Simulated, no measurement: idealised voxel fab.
The following process module bears the name voxel capacitor over wiring.
cross-section cut | 170 nm wide | cells 5 nm
How to read a cross-section here: the picture is a grid of square cells, written as bands going from the top down, and any band can span one or more rows of cells.
The entry gives the band's vertical extent as a top height and a bottom height in nm, then its horizontal make-up as materials from left to right, each with a width in nm. "empty" stands for empty space; a single material marked "edge to edge" fills the band edge to edge.
Note: height 0 marks the level under which the wafer is uniformly one material as received. Lowest band unbounded below, written "0 down".
Read "30 to 40" as a graded width: first number on top, second number at the bottom, same change between each pair of neighbouring rows.
"left unchanged" (step): cross-section cells unchanged, all of them.
Heads up: "Closed void entries" only lists the empty pockets with no open path to the top that are 8 cells or more, and it writes them as width x height at distance, distance from the left edge, in nm.
It should be noted that, on the line of a given step, the content following the step's settings is a remark produced by the simulator itself with respect to that step.
overlay nm: step with mask; distance mask lay right of planned place; negative value = left of planned place.

The following list gives the planned process steps:
1. RECEIVE [material Si]
2. CONFORMAL_DEP [material SiO2] [thk nm 10]
3. DIRECTIONAL_DEP [material TiN] [thk nm 5]
4. DIRECTIONAL_DEP [material Ru] [thk nm 15]
5. MASKED_ETCH [tone cover] [mask id METAL_1] [width nm 25] [pitch nm 80] [etch materials Ru] [depth nm 15] [overlay nm 0]
6. MASKED_ETCH [tone cover] [mask id METAL_1] [width nm 25] [pitch nm 80] [etch materials TiN] [depth nm 5] [overlay nm 0]
7. CONFORMAL_DEP [material SiCN] [thk nm 5]
8. FILL_DEP [material lowk] [thk nm 10]
9. CMP [height nm 30]
10. CONFORMAL_DEP [material SiCN] [thk nm 5]
11. DIRECTIONAL_DEP [material lowk] [thk nm 15]
12. PATTERN [tone open] [mask id PLUG_1] [material resist] [width nm 15] [thk nm 15] [overlay nm 0]
13. DIRECTIONAL_ETCH [etch materials lowk] [depth nm 15]
14. DIRECTIONAL_ETCH [etch materials SiCN] [depth nm 5]
15. STRIP [etch materials resist]
16. CONFORMAL_DEP [material TiN] [thk nm 5]
17. FILL_DEP [material Ru] [thk nm 5]
18. CMP [height nm 50]
19. DIRECTIONAL_DEP [material TiN] [thk nm 10]
20. DIRECTIONAL_DEP [material SiN] [thk nm 5]
21. DIRECTIONAL_DEP [material TiN] [thk nm 10]
22. PATTERN [tone cover] [mask id UPPER_PLATE] [material resist] [width nm 60] [thk nm 15] [overlay nm 0]
23. DIRECTIONAL_ETCH [etch materials TiN] [depth nm 10]
24. DIRECTIONAL_ETCH [etch materials SiN] [depth nm 5]
25. STRIP [etch materials resist]
26. DIRECTIONAL_DEP [material aC] [thk nm 10]
27. PATTERN [tone cover] [mask id LOWER_PLATE] [material resist] [width nm 70] [thk nm 25] [overlay nm 0]
28. DIRECTIONAL_ETCH [etch materials aC] [depth nm 10]
29. STRIP [etch materials resist]
30. DIRECTIONAL_ETCH [etch materials TiN] [depth nm 10]
31. STRIP [etch materials aC]
32. FILL_DEP [material SiO2] [thk nm 15]
33. CMP [height nm 85]
34. DIRECTIONAL_DEP [material aC] [thk nm 15]
35. PATTERN [tone open] [mask id PLUG_2] [material resist] [width nm 15] [thk nm 30] [overlay nm 0]
36. DIRECTIONAL_ETCH [etch materials aC] [depth nm 15]
37. STRIP [etch materials resist]
38. DIRECTIONAL_ETCH [etch materials SiO2] [depth nm 10]
39. STRIP [etch materials aC]
40. CONFORMAL_DEP [material TiN] [thk nm 5]
41. FILL_DEP [material Ru] [thk nm 10]
42. CMP [height nm 85]
43. CONFORMAL_DEP [material SiCN] [thk nm 5]

Cross-section of the wafer upon arrival, representing the state reached after step 1:
- 0 down = Si edge to edge
- Closed void entries: none

The cross-section shown corresponds to the wafer at the conclusion of the module. The initial structure and the process plan are those presented above; however, one mistake occurred in executing the plan:
- 90 to 85 = SiCN edge to edge
- 85 to 80 = SiO2 50 nm | TiN 5 nm | Ru 5 nm | TiN 5 nm | SiO2 105 nm
- 80 to 75 = SiO2 50 nm | TiN 15 nm | SiO2 105 nm
- 75 to 70 = SiO2 40 nm | SiN 60 nm | SiO2 70 nm
- 70 to 60 = SiO2 35 nm | TiN 70 nm | SiO2 65 nm
- 60 to 50 = TiN edge to edge
- 50 to 35 = lowk 40 nm | TiN 5 nm | Ru 5 nm | TiN 5 nm | lowk 115 nm
- 35 to 30 = SiCN 40 nm | TiN 15 nm | SiCN 115 nm
- 30 to 15 = lowk 25 nm | SiCN 5 nm | Ru 25 nm | SiCN 5 nm | lowk 45 nm | SiCN 5 nm | Ru 25 nm | SiCN 5 nm | lowk 30 nm
- 15 to 10 = SiCN 30 nm | TiN 25 nm | SiCN 55 nm | TiN 25 nm | SiCN 35 nm
- 10 to 0 = SiO2 edge to edge
- 0 down = Si edge to edge
- Closed void entries: none
Deviation noted in wafer processing: steps 20 and 21: order swapped relative to plan
